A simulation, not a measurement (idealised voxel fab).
Documented hereafter: the process module known as voxel wiring stack.
FYI the section here is cut, 265 nm wide, cells are 5 nm squares.
Cross-section, as written here: a square-cell grid given band by band from the top down, where a band holds one or more rows of cells. It is stipulated that each band's entry specify, in nanometres, the height of the top of the band and then that of its bottom, followed by the materials of the band in left-to-right sequence, each together with its width in nanometres. A single material marked by the word "everywhere" is understood to fill the band from edge to edge; the word "empty" is understood to denote empty space. Height datum 0, below which the as-received substrate wafer is one material. Lowest band open at the bottom, running downward: "0 nm and below". Per-row width for "30->40": begins at first number (top row of band), ends at second number (bottom row), increment between rows held constant. Given "same as before" for a step, no cell of the cross-section differs between before and after that step. Empty spaces counting at least 8 cells and having no open way to the top are listed in "Completely enclosed voids". The notation width x height at distance is used for each, the distance being from the left edge and all three values in nm. Step line, after settings: the simulator's comment on this step. Regarding "overlay nm": on a step with a mask, it is the distance the mask lay to the right of its planned place; a negative value places it to the left.
Set out below are the planned steps of the process
1 RECEIVE: material Si
2 CONFORMAL_DEP: material SiO2, thk nm 15
3 DIRECTIONAL_DEP: material TiN, thk nm 5
4 DIRECTIONAL_DEP: material Ru, thk nm 25
5 MASKED_ETCH: tone cover, mask id METAL_1, width nm 20, pitch nm 35, etch materials Ru, depth nm 25, overlay nm 0
6 MASKED_ETCH: tone cover, mask id METAL_1, width nm 20, pitch nm 35, etch materials TiN, depth nm 5, overlay nm 0
7 CONFORMAL_DEP: material SiCN, thk nm 5
8 FILL_DEP: material lowk, thk nm 5
9 CMP: height nm 45
10 CONFORMAL_DEP: material SiCN, thk nm 5
11 DIRECTIONAL_DEP: material SiO2, thk nm 30
12 MASKED_ETCH: tone open, mask id METAL_2, width nm 20, pitch nm 35, etch materials SiO2, depth nm 15, overlay nm 0
13 DIRECTIONAL_DEP: material aC, thk nm 10
14 PATTERN: tone open, mask id METAL_2_HOLES, material resist, width nm 15, pitch nm 70, thk nm 25, overlay nm 0
15 DIRECTIONAL_ETCH: etch materials aC, depth nm 10
16 STRIP: etch materials resist
17 DIRECTIONAL_ETCH: etch materials SiO2, depth nm 15
18 DIRECTIONAL_ETCH: etch materials SiCN, depth nm 5
19 STRIP: etch materials aC
20 CONFORMAL_DEP: material TiN, thk nm 5
21 FILL_DEP: material Ru, thk nm 10
22 CMP: height nm 80
23 CONFORMAL_DEP: material SiCN, thk nm 5
24 DIRECTIONAL_DEP: material lowk, thk nm 15
25 MASKED_ETCH: tone open, mask id PLUG_2, width nm 15, pitch nm 35, etch materials lowk, depth nm 15, overlay nm 0
26 MASKED_ETCH: tone open, mask id PLUG_2, width nm 15, pitch nm 35, etch materials SiCN, depth nm 5, overlay nm 0
27 CONFORMAL_DEP: material TiN, thk nm 5
28 FILL_DEP: material Cu, thk nm 10
29 CMP: height nm 100
30 DIRECTIONAL_DEP: material TiN, thk nm 5
31 DIRECTIONAL_DEP: material W, thk nm 15
32 DIRECTIONAL_DEP: material aC, thk nm 15
33 PATTERN: tone cover, mask id METAL_3, material resist, width nm 20, pitch nm 35, thk nm 35, overlay nm 0
34 DIRECTIONAL_ETCH: etch materials aC, depth nm 15
35 STRIP: etch materials resist
36 DIRECTIONAL_ETCH: etch materials W, depth nm 15
37 DIRECTIONAL_ETCH: etch materials TiN, depth nm 5
38 STRIP: etch materials aC
39 CONFORMAL_DEP: material SiCN, thk nm 5
40 FILL_DEP: material SiO2, thk nm 10
41 CMP: height nm 120
42 CONFORMAL_DEP: material SiN, thk nm 5
First of two wafers - as planned
Incoming wafer in cross-section (state: after step 1)
    0 nm and below  Si everywhere
    Completely enclosed voids: none
Step 2 complete: cross-section through the wafer
    15 nm to 0 nm  SiO2 everywhere
    Below 0, no change.
Step 3 complete: cross-section through the wafer
    20 nm to 15 nm  TiN everywhere
    Below 15, no change.
Step 4 complete: cross-section through the wafer
    45 nm to 20 nm  Ru everywhere
    Below 20, no change.
Step 5 complete: cross-section through the wafer
    45 nm to 20 nm  85 nm empty / 20 nm Ru / 15 nm empty / 20 nm Ru / 15 nm empty / 20 nm Ru / 90 nm empty
    Below 20, no change.
Step 6 complete: cross-section through the wafer
    45 nm to 20 nm  85 nm empty / 20 nm Ru / 15 nm empty / 20 nm Ru / 15 nm empty / 20 nm Ru / 90 nm empty
    20 nm to 15 nm  85 nm empty / 20 nm TiN / 15 nm empty / 20 nm TiN / 15 nm empty / 20 nm TiN / 90 nm empty
    Below 15, no change.
Step 7 complete: cross-section through the wafer
    50 nm to 45 nm  80 nm empty / 30 nm SiCN / 5 nm empty / 30 nm SiCN / 5 nm empty / 30 nm SiCN / 85 nm empty
    45 nm to 20 nm  80 nm empty / 5 nm SiCN / 20 nm Ru / 5 nm SiCN / 5 nm empty / 5 nm SiCN / 20 nm Ru / 5 nm SiCN / 5 nm empty / 5 nm SiCN / 20 nm Ru / 5 nm SiCN / 85 nm empty
    20 nm to 15 nm  85 nm SiCN / 20 nm TiN / 15 nm SiCN / 20 nm TiN / 15 nm SiCN / 20 nm TiN / 90 nm SiCN
    Below 15, no change.
Step 8 complete: cross-section through the wafer
    55 nm to 50 nm  lowk everywhere
    50 nm to 45 nm  80 nm lowk / 30 nm SiCN / 5 nm lowk / 30 nm SiCN / 5 nm lowk / 30 nm SiCN / 85 nm lowk
    45 nm to 20 nm  80 nm lowk / 5 nm SiCN / 20 nm Ru / 5 nm SiCN / 5 nm lowk / 5 nm SiCN / 20 nm Ru / 5 nm SiCN / 5 nm lowk / 5 nm SiCN / 20 nm Ru / 5 nm SiCN / 85 nm lowk
    Below 20, no change.
Step 9 complete: cross-section through the wafer
    45 nm to 20 nm  80 nm lowk / 5 nm SiCN / 20 nm Ru / 5 nm SiCN / 5 nm lowk / 5 nm SiCN / 20 nm Ru / 5 nm SiCN / 5 nm lowk / 5 nm SiCN / 20 nm Ru / 5 nm SiCN / 85 nm lowk
    Below 20, no change.
Step 10 complete: cross-section through the wafer
    50 nm to 45 nm  SiCN everywhere
    Below 45, no change.
Step 11 complete: cross-section through the wafer
    80 nm to 50 nm  SiO2 everywhere
    Below 50, no change.
Step 12 complete: cross-section through the wafer
    80 nm to 65 nm  85 nm SiO2 / 20 nm empty / 15 nm SiO2 / 20 nm empty / 15 nm SiO2 / 20 nm empty / 90 nm SiO2
    Below 65, no change.
Step 13 complete: cross-section through the wafer
    90 nm to 80 nm  85 nm aC / 20 nm empty / 15 nm aC / 20 nm empty / 15 nm aC / 20 nm empty / 90 nm aC
    80 nm to 75 nm  85 nm SiO2 / 20 nm empty / 15 nm SiO2 / 20 nm empty / 15 nm SiO2 / 20 nm empty / 90 nm SiO2
    75 nm to 65 nm  85 nm SiO2 / 20 nm aC / 15 nm SiO2 / 20 nm aC / 15 nm SiO2 / 20 nm aC / 90 nm SiO2
    Below 65, no change.
Step 14 complete: cross-section through the wafer
    115 nm to 90 nm  85 nm resist / 15 nm empty / 55 nm resist / 15 nm empty / 95 nm resist
    90 nm to 80 nm  85 nm aC / 15 nm empty / 5 nm resist / 15 nm aC / 20 nm resist / 15 nm aC / 15 nm empty / 5 nm resist / 90 nm aC
    80 nm to 75 nm  85 nm SiO2 / 15 nm empty / 5 nm resist / 15 nm SiO2 / 20 nm resist / 15 nm SiO2 / 15 nm empty / 5 nm resist / 90 nm SiO2
    Below 75, no change.
Step 15 complete: cross-section through the wafer
    105 nm to 90 nm  85 nm resist / 15 nm empty / 55 nm resist / 15 nm empty / 95 nm resist
    90 nm to 80 nm  85 nm aC / 15 nm empty / 5 nm resist / 15 nm aC / 20 nm resist / 15 nm aC / 15 nm empty / 5 nm resist / 90 nm aC
    80 nm to 75 nm  85 nm SiO2 / 15 nm empty / 5 nm resist / 15 nm SiO2 / 20 nm resist / 15 nm SiO2 / 15 nm empty / 5 nm resist / 90 nm SiO2
    75 nm to 65 nm  85 nm SiO2 / 15 nm empty / 5 nm aC / 15 nm SiO2 / 20 nm aC / 15 nm SiO2 / 15 nm empty / 5 nm aC / 90 nm SiO2
    Below 65, no change.
Step 16 complete: cross-section through the wafer
    90 nm to 80 nm  85 nm aC / 20 nm empty / 15 nm aC / 20 nm empty / 15 nm aC / 20 nm empty / 90 nm aC
    80 nm to 75 nm  85 nm SiO2 / 20 nm empty / 15 nm SiO2 / 20 nm empty / 15 nm SiO2 / 20 nm empty / 90 nm SiO2
    Below 75, no change.
Step 17 complete: cross-section through the wafer
    90 nm to 80 nm  85 nm aC / 20 nm empty / 15 nm aC / 20 nm empty / 15 nm aC / 20 nm empty / 90 nm aC
    80 nm to 75 nm  85 nm SiO2 / 20 nm empty / 15 nm SiO2 / 20 nm empty / 15 nm SiO2 / 20 nm empty / 90 nm SiO2
    75 nm to 65 nm  85 nm SiO2 / 15 nm empty / 5 nm aC / 15 nm SiO2 / 20 nm aC / 15 nm SiO2 / 15 nm empty / 5 nm aC / 90 nm SiO2
    65 nm to 50 nm  85 nm SiO2 / 15 nm empty / 55 nm SiO2 / 15 nm empty / 95 nm SiO2
    Below 50, no change.
Step 18 complete: cross-section through the wafer
    90 nm to 80 nm  85 nm aC / 20 nm empty / 15 nm aC / 20 nm empty / 15 nm aC / 20 nm empty / 90 nm aC
    80 nm to 75 nm  85 nm SiO2 / 20 nm empty / 15 nm SiO2 / 20 nm empty / 15 nm SiO2 / 20 nm empty / 90 nm SiO2
    75 nm to 65 nm  85 nm SiO2 / 15 nm empty / 5 nm aC / 15 nm SiO2 / 20 nm aC / 15 nm SiO2 / 15 nm empty / 5 nm aC / 90 nm SiO2
    65 nm to 50 nm  85 nm SiO2 / 15 nm empty / 55 nm SiO2 / 15 nm empty / 95 nm SiO2
    50 nm to 45 nm  85 nm SiCN / 15 nm empty / 55 nm SiCN / 15 nm empty / 95 nm SiCN
    Below 45, no change.
Step 19 complete: cross-section through the wafer
    80 nm to 65 nm  85 nm SiO2 / 20 nm empty / 15 nm SiO2 / 20 nm empty / 15 nm SiO2 / 20 nm empty / 90 nm SiO2
    Below 65, no change.
Step 20 complete: cross-section through the wafer
    85 nm to 80 nm  90 nm TiN / 10 nm empty / 25 nm TiN / 10 nm empty / 25 nm TiN / 10 nm empty / 95 nm TiN
    80 nm to 70 nm  85 nm SiO2 / 5 nm TiN / 10 nm empty / 5 nm TiN / 15 nm SiO2 / 5 nm TiN / 10 nm empty / 5 nm TiN / 15 nm SiO2 / 5 nm TiN / 10 nm empty / 5 nm TiN / 90 nm SiO2
    70 nm to 65 nm  85 nm SiO2 / 5 nm TiN / 5 nm empty / 10 nm TiN / 15 nm SiO2 / 20 nm TiN / 15 nm SiO2 / 5 nm TiN / 5 nm empty / 10 nm TiN / 90 nm SiO2
    65 nm to 50 nm  85 nm SiO2 / 5 nm TiN / 5 nm empty / 5 nm TiN / 55 nm SiO2 / 5 nm TiN / 5 nm empty / 5 nm TiN / 95 nm SiO2
    50 nm to 45 nm  85 nm SiCN / 15 nm TiN / 55 nm SiCN / 15 nm TiN / 95 nm SiCN
    Below 45, no change.
Step 21 complete: cross-section through the wafer
    95 nm to 85 nm  Ru everywhere
    85 nm to 80 nm  90 nm TiN / 10 nm Ru / 25 nm TiN / 10 nm Ru / 25 nm TiN / 10 nm Ru / 95 nm TiN
    80 nm to 70 nm  85 nm SiO2 / 5 nm TiN / 10 nm Ru / 5 nm TiN / 15 nm SiO2 / 5 nm TiN / 10 nm Ru / 5 nm TiN / 15 nm SiO2 / 5 nm TiN / 10 nm Ru / 5 nm TiN / 90 nm SiO2
    70 nm to 65 nm  85 nm SiO2 / 5 nm TiN / 5 nm Ru / 10 nm TiN / 15 nm SiO2 / 20 nm TiN / 15 nm SiO2 / 5 nm TiN / 5 nm Ru / 10 nm TiN / 90 nm SiO2
    65 nm to 50 nm  85 nm SiO2 / 5 nm TiN / 5 nm Ru / 5 nm TiN / 55 nm SiO2 / 5 nm TiN / 5 nm Ru / 5 nm TiN / 95 nm SiO2
    Below 50, no change.
Step 22 complete: cross-section through the wafer
    80 nm to 70 nm  85 nm SiO2 / 5 nm TiN / 10 nm Ru / 5 nm TiN / 15 nm SiO2 / 5 nm TiN / 10 nm Ru / 5 nm TiN / 15 nm SiO2 / 5 nm TiN / 10 nm Ru / 5 nm TiN / 90 nm SiO2
    Below 70, no change.
Step 23 complete: cross-section through the wafer
    85 nm to 80 nm  SiCN everywhere
    Below 80, no change.
Step 24 complete: cross-section through the wafer
    100 nm to 85 nm  lowk everywhere
    Below 85, no change.
Step 25 complete: cross-section through the wafer
    100 nm to 85 nm  85 nm lowk / 15 nm empty / 20 nm lowk / 15 nm empty / 20 nm lowk / 15 nm empty / 95 nm lowk
    Below 85, no change.
Step 26 complete: cross-section through the wafer
    100 nm to 85 nm  85 nm lowk / 15 nm empty / 20 nm lowk / 15 nm empty / 20 nm lowk / 15 nm empty / 95 nm lowk
    85 nm to 80 nm  85 nm SiCN / 15 nm empty / 20 nm SiCN / 15 nm empty / 20 nm SiCN / 15 nm empty / 95 nm SiCN
    Below 80, no change.
Step 27 complete: cross-section through the wafer
    105 nm to 100 nm  90 nm TiN / 5 nm empty / 30 nm TiN / 5 nm empty / 30 nm TiN / 5 nm empty / 100 nm TiN
    100 nm to 85 nm  85 nm lowk / 5 nm TiN / 5 nm empty / 5 nm TiN / 20 nm lowk / 5 nm TiN / 5 nm empty / 5 nm TiN / 20 nm lowk / 5 nm TiN / 5 nm empty / 5 nm TiN / 95 nm lowk
    85 nm to 80 nm  85 nm SiCN / 15 nm TiN / 20 nm SiCN / 15 nm TiN / 20 nm SiCN / 15 nm TiN / 95 nm SiCN
    Below 80, no change.
Step 28 complete: cross-section through the wafer
    115 nm to 105 nm  Cu everywhere
    105 nm to 100 nm  90 nm TiN / 5 nm Cu / 30 nm TiN / 5 nm Cu / 30 nm TiN / 5 nm Cu / 100 nm TiN
    100 nm to 85 nm  85 nm lowk / 5 nm TiN / 5 nm Cu / 5 nm TiN / 20 nm lowk / 5 nm TiN / 5 nm Cu / 5 nm TiN / 20 nm lowk / 5 nm TiN / 5 nm Cu / 5 nm TiN / 95 nm lowk
    Below 85, no change.
Step 29 complete: cross-section through the wafer
    100 nm to 85 nm  85 nm lowk / 5 nm TiN / 5 nm Cu / 5 nm TiN / 20 nm lowk / 5 nm TiN / 5 nm Cu / 5 nm TiN / 20 nm lowk / 5 nm TiN / 5 nm Cu / 5 nm TiN / 95 nm lowk
    Below 85, no change.
Step 30 complete: cross-section through the wafer
    105 nm to 100 nm  TiN everywhere
    Below 100, no change.
Step 31 complete: cross-section through the wafer
    120 nm to 105 nm  W everywhere
    Below 105, no change.
Step 32 complete: cross-section through the wafer
    135 nm to 120 nm  aC everywhere
    Below 120, no change.
Step 33 complete: cross-section through the wafer
    170 nm to 135 nm  85 nm empty / 20 nm resist / 15 nm empty / 20 nm resist / 15 nm empty / 20 nm resist / 90 nm empty
    Below 135, no change.
Step 34 complete: cross-section through the wafer
    155 nm to 135 nm  85 nm empty / 20 nm resist / 15 nm empty / 20 nm resist / 15 nm empty / 20 nm resist / 90 nm empty
    135 nm to 120 nm  85 nm empty / 20 nm aC / 15 nm empty / 20 nm aC / 15 nm empty / 20 nm aC / 90 nm empty
    Below 120, no change.
Step 35 complete: cross-section through the wafer
    135 nm to 120 nm  85 nm empty / 20 nm aC / 15 nm empty / 20 nm aC / 15 nm empty / 20 nm aC / 90 nm empty
    Below 120, no change.
Step 36 complete: cross-section through the wafer
    135 nm to 120 nm  85 nm empty / 20 nm aC / 15 nm empty / 20 nm aC / 15 nm empty / 20 nm aC / 90 nm empty
    120 nm to 105 nm  85 nm empty / 20 nm W / 15 nm empty / 20 nm W / 15 nm empty / 20 nm W / 90 nm empty
    Below 105, no change.
Step 37 complete: cross-section through the wafer
    135 nm to 120 nm  85 nm empty / 20 nm aC / 15 nm empty / 20 nm aC / 15 nm empty / 20 nm aC / 90 nm empty
    120 nm to 105 nm  85 nm empty / 20 nm W / 15 nm empty / 20 nm W / 15 nm empty / 20 nm W / 90 nm empty
    105 nm to 100 nm  85 nm empty / 20 nm TiN / 15 nm empty / 20 nm TiN / 15 nm empty / 20 nm TiN / 90 nm empty
    Below 100, no change.
Step 38 complete: cross-section through the wafer
    120 nm to 105 nm  85 nm empty / 20 nm W / 15 nm empty / 20 nm W / 15 nm empty / 20 nm W / 90 nm empty
    Below 105, no change.
Step 39 complete: cross-section through the wafer
    125 nm to 120 nm  80 nm empty / 30 nm SiCN / 5 nm empty / 30 nm SiCN / 5 nm empty / 30 nm SiCN / 85 nm empty
    120 nm to 105 nm  80 nm empty / 5 nm SiCN / 20 nm W / 5 nm SiCN / 5 nm empty / 5 nm SiCN / 20 nm W / 5 nm SiCN / 5 nm empty / 5 nm SiCN / 20 nm W / 5 nm SiCN / 85 nm empty
    105 nm to 100 nm  85 nm SiCN / 20 nm TiN / 15 nm SiCN / 20 nm TiN / 15 nm SiCN / 20 nm TiN / 90 nm SiCN
    Below 100, no change.
Step 40 complete: cross-section through the wafer
    135 nm to 125 nm  SiO2 everywhere
    125 nm to 120 nm  80 nm SiO2 / 30 nm SiCN / 5 nm SiO2 / 30 nm SiCN / 5 nm SiO2 / 30 nm SiCN / 85 nm SiO2
    120 nm to 105 nm  80 nm SiO2 / 5 nm SiCN / 20 nm W / 5 nm SiCN / 5 nm SiO2 / 5 nm SiCN / 20 nm W / 5 nm SiCN / 5 nm SiO2 / 5 nm SiCN / 20 nm W / 5 nm SiCN / 85 nm SiO2
    Below 105, no change.
Step 41 complete: cross-section through the wafer
    120 nm to 105 nm  80 nm SiO2 / 5 nm SiCN / 20 nm W / 5 nm SiCN / 5 nm SiO2 / 5 nm SiCN / 20 nm W / 5 nm SiCN / 5 nm SiO2 / 5 nm SiCN / 20 nm W / 5 nm SiCN / 85 nm SiO2
    Below 105, no change.
Step 42 complete: cross-section through the wafer
    125 nm to 120 nm  SiN everywhere
    Below 120, no change.
The Second Wafer: Common Origin and Plan, One Mistake in Execution, Identical to the First Through Step 13
Cross-section of the second wafer corresponding to the planned conclusion of step 14
    115 nm to 90 nm  85 nm empty / 15 nm resist / 55 nm empty / 15 nm resist / 95 nm empty
    90 nm to 80 nm  85 nm aC / 15 nm resist / 5 nm empty / 15 nm aC / 20 nm empty / 15 nm aC / 15 nm resist / 5 nm empty / 90 nm aC
    80 nm to 75 nm  85 nm SiO2 / 15 nm resist / 5 nm empty / 15 nm SiO2 / 20 nm empty / 15 nm SiO2 / 15 nm resist / 5 nm empty / 90 nm SiO2
    Below 75, no change.
Cross-section of the second wafer corresponding to the planned conclusion of step 15
    105 nm to 80 nm  85 nm empty / 15 nm resist / 55 nm empty / 15 nm resist / 95 nm empty
    80 nm to 75 nm  85 nm SiO2 / 15 nm resist / 5 nm empty / 15 nm SiO2 / 20 nm empty / 15 nm SiO2 / 15 nm resist / 5 nm empty / 90 nm SiO2
    75 nm to 65 nm  85 nm SiO2 / 15 nm aC / 5 nm empty / 15 nm SiO2 / 20 nm empty / 15 nm SiO2 / 15 nm aC / 5 nm empty / 90 nm SiO2
    Below 65, no change.
Cross-section of the second wafer corresponding to the planned conclusion of step 16
    80 nm to 75 nm  85 nm SiO2 / 20 nm empty / 15 nm SiO2 / 20 nm empty / 15 nm SiO2 / 20 nm empty / 90 nm SiO2
    Below 75, no change.
Cross-section of the second wafer corresponding to the planned conclusion of step 17
    75 nm to 65 nm  85 nm empty / 15 nm aC / 55 nm empty / 15 nm aC / 95 nm empty
    65 nm to 50 nm  100 nm SiO2 / 5 nm empty / 15 nm SiO2 / 20 nm empty / 30 nm SiO2 / 5 nm empty / 90 nm SiO2
    Below 50, no change.
Cross-section of the second wafer corresponding to the planned conclusion of step 18
    75 nm to 65 nm  85 nm empty / 15 nm aC / 55 nm empty / 15 nm aC / 95 nm empty
    65 nm to 50 nm  100 nm SiO2 / 5 nm empty / 15 nm SiO2 / 20 nm empty / 30 nm SiO2 / 5 nm empty / 90 nm SiO2
    50 nm to 45 nm  100 nm SiCN / 5 nm empty / 15 nm SiCN / 20 nm empty / 30 nm SiCN / 5 nm empty / 90 nm SiCN
    Below 45, no change.
Cross-section of the second wafer corresponding to the planned conclusion of step 19
    65 nm to 50 nm  100 nm SiO2 / 5 nm empty / 15 nm SiO2 / 20 nm empty / 30 nm SiO2 / 5 nm empty / 90 nm SiO2
    Below 50, no change.
Cross-section of the second wafer corresponding to the planned conclusion of step 20
    70 nm to 65 nm  125 nm TiN / 10 nm empty / 130 nm TiN
    65 nm to 50 nm  100 nm SiO2 / 5 nm TiN / 15 nm SiO2 / 5 nm TiN / 10 nm empty / 5 nm TiN / 30 nm SiO2 / 5 nm TiN / 90 nm SiO2
    50 nm to 45 nm  100 nm SiCN / 5 nm TiN / 15 nm SiCN / 20 nm TiN / 30 nm SiCN / 5 nm TiN / 90 nm SiCN
    Below 45, no change.
Cross-section of the second wafer corresponding to the planned conclusion of step 21
    80 nm to 70 nm  Ru everywhere
    70 nm to 65 nm  125 nm TiN / 10 nm Ru / 130 nm TiN
    65 nm to 50 nm  100 nm SiO2 / 5 nm TiN / 15 nm SiO2 / 5 nm TiN / 10 nm Ru / 5 nm TiN / 30 nm SiO2 / 5 nm TiN / 90 nm SiO2
    Below 50, no change.
Cross-section of the second wafer corresponding to the planned conclusion of step 22: same as before
Cross-section of the second wafer corresponding to the planned conclusion of step 23
    85 nm to 80 nm  SiCN everywhere
    Below 80, no change.
Cross-section of the second wafer corresponding to the planned conclusion of step 24
    100 nm to 85 nm  lowk everywhere
    Below 85, no change.
Cross-section of the second wafer corresponding to the planned conclusion of step 25
    100 nm to 85 nm  85 nm lowk / 15 nm empty / 20 nm lowk / 15 nm empty / 20 nm lowk / 15 nm empty / 95 nm lowk
    Below 85, no change.
Cross-section of the second wafer corresponding to the planned conclusion of step 26
    100 nm to 85 nm  85 nm lowk / 15 nm empty / 20 nm lowk / 15 nm empty / 20 nm lowk / 15 nm empty / 95 nm lowk
    85 nm to 80 nm  85 nm SiCN / 15 nm empty / 20 nm SiCN / 15 nm empty / 20 nm SiCN / 15 nm empty / 95 nm SiCN
    Below 80, no change.
Cross-section of the second wafer corresponding to the planned conclusion of step 27
    105 nm to 100 nm  90 nm TiN / 5 nm empty / 30 nm TiN / 5 nm empty / 30 nm TiN / 5 nm empty / 100 nm TiN
    100 nm to 85 nm  85 nm lowk / 5 nm TiN / 5 nm empty / 5 nm TiN / 20 nm lowk / 5 nm TiN / 5 nm empty / 5 nm TiN / 20 nm lowk / 5 nm TiN / 5 nm empty / 5 nm TiN / 95 nm lowk
    85 nm to 80 nm  85 nm SiCN / 15 nm TiN / 20 nm SiCN / 15 nm TiN / 20 nm SiCN / 15 nm TiN / 95 nm SiCN
    Below 80, no change.
Cross-section of the second wafer corresponding to the planned conclusion of step 28
    115 nm to 105 nm  Cu everywhere
    105 nm to 100 nm  90 nm TiN / 5 nm Cu / 30 nm TiN / 5 nm Cu / 30 nm TiN / 5 nm Cu / 100 nm TiN
    100 nm to 85 nm  85 nm lowk / 5 nm TiN / 5 nm Cu / 5 nm TiN / 20 nm lowk / 5 nm TiN / 5 nm Cu / 5 nm TiN / 20 nm lowk / 5 nm TiN / 5 nm Cu / 5 nm TiN / 95 nm lowk
    Below 85, no change.
Cross-section of the second wafer corresponding to the planned conclusion of step 29
    100 nm to 85 nm  85 nm lowk / 5 nm TiN / 5 nm Cu / 5 nm TiN / 20 nm lowk / 5 nm TiN / 5 nm Cu / 5 nm TiN / 20 nm lowk / 5 nm TiN / 5 nm Cu / 5 nm TiN / 95 nm lowk
    Below 85, no change.
Cross-section of the second wafer corresponding to the planned conclusion of step 30
    105 nm to 100 nm  TiN everywhere
    Below 100, no change.
Cross-section of the second wafer corresponding to the planned conclusion of step 31
    120 nm to 105 nm  W everywhere
    Below 105, no change.
Cross-section of the second wafer corresponding to the planned conclusion of step 32
    135 nm to 120 nm  aC everywhere
    Below 120, no change.
Cross-section of the second wafer corresponding to the planned conclusion of step 33
    170 nm to 135 nm  85 nm empty / 20 nm resist / 15 nm empty / 20 nm resist / 15 nm empty / 20 nm resist / 90 nm empty
    Below 135, no change.
Cross-section of the second wafer corresponding to the planned conclusion of step 34
    155 nm to 135 nm  85 nm empty / 20 nm resist / 15 nm empty / 20 nm resist / 15 nm empty / 20 nm resist / 90 nm empty
    135 nm to 120 nm  85 nm empty / 20 nm aC / 15 nm empty / 20 nm aC / 15 nm empty / 20 nm aC / 90 nm empty
    Below 120, no change.
Cross-section of the second wafer corresponding to the planned conclusion of step 35
    135 nm to 120 nm  85 nm empty / 20 nm aC / 15 nm empty / 20 nm aC / 15 nm empty / 20 nm aC / 90 nm empty
    Below 120, no change.
Cross-section of the second wafer corresponding to the planned conclusion of step 36
    135 nm to 120 nm  85 nm empty / 20 nm aC / 15 nm empty / 20 nm aC / 15 nm empty / 20 nm aC / 90 nm empty
    120 nm to 105 nm  85 nm empty / 20 nm W / 15 nm empty / 20 nm W / 15 nm empty / 20 nm W / 90 nm empty
    Below 105, no change.
Cross-section of the second wafer corresponding to the planned conclusion of step 37
    135 nm to 120 nm  85 nm empty / 20 nm aC / 15 nm empty / 20 nm aC / 15 nm empty / 20 nm aC / 90 nm empty
    120 nm to 105 nm  85 nm empty / 20 nm W / 15 nm empty / 20 nm W / 15 nm empty / 20 nm W / 90 nm empty
    105 nm to 100 nm  85 nm empty / 20 nm TiN / 15 nm empty / 20 nm TiN / 15 nm empty / 20 nm TiN / 90 nm empty
    Below 100, no change.
Cross-section of the second wafer corresponding to the planned conclusion of step 38
    120 nm to 105 nm  85 nm empty / 20 nm W / 15 nm empty / 20 nm W / 15 nm empty / 20 nm W / 90 nm empty
    Below 105, no change.
Cross-section of the second wafer corresponding to the planned conclusion of step 39
    125 nm to 120 nm  80 nm empty / 30 nm SiCN / 5 nm empty / 30 nm SiCN / 5 nm empty / 30 nm SiCN / 85 nm empty
    120 nm to 105 nm  80 nm empty / 5 nm SiCN / 20 nm W / 5 nm SiCN / 5 nm empty / 5 nm SiCN / 20 nm W / 5 nm SiCN / 5 nm empty / 5 nm SiCN / 20 nm W / 5 nm SiCN / 85 nm empty
    105 nm to 100 nm  85 nm SiCN / 20 nm TiN / 15 nm SiCN / 20 nm TiN / 15 nm SiCN / 20 nm TiN / 90 nm SiCN
    Below 100, no change.
Cross-section of the second wafer corresponding to the planned conclusion of step 40
    135 nm to 125 nm  SiO2 everywhere
    125 nm to 120 nm  80 nm SiO2 / 30 nm SiCN / 5 nm SiO2 / 30 nm SiCN / 5 nm SiO2 / 30 nm SiCN / 85 nm SiO2
    120 nm to 105 nm  80 nm SiO2 / 5 nm SiCN / 20 nm W / 5 nm SiCN / 5 nm SiO2 / 5 nm SiCN / 20 nm W / 5 nm SiCN / 5 nm SiO2 / 5 nm SiCN / 20 nm W / 5 nm SiCN / 85 nm SiO2
    Below 105, no change.
Cross-section of the second wafer corresponding to the planned conclusion of step 41
    120 nm to 105 nm  80 nm SiO2 / 5 nm SiCN / 20 nm W / 5 nm SiCN / 5 nm SiO2 / 5 nm SiCN / 20 nm W / 5 nm SiCN / 5 nm SiO2 / 5 nm SiCN / 20 nm W / 5 nm SiCN / 85 nm SiO2
    Below 105, no change.
Cross-section of the second wafer corresponding to the planned conclusion of step 42
    125 nm to 120 nm  SiN everywhere
    Below 120, no change.
So what did we get wrong on this run? for step 14, the planned setting was not used; the step was instead run as PATTERN: tone cover, mask id METAL_2_HOLES, material resist, width nm 15, pitch nm 70, thk nm 25, overlay nm 0
Looking at both finished wafers in cells, the second ends up ahead of or behind the first on some materials: 94 more of Ru | 123 fewer of SiO2 | 29 more of TiN
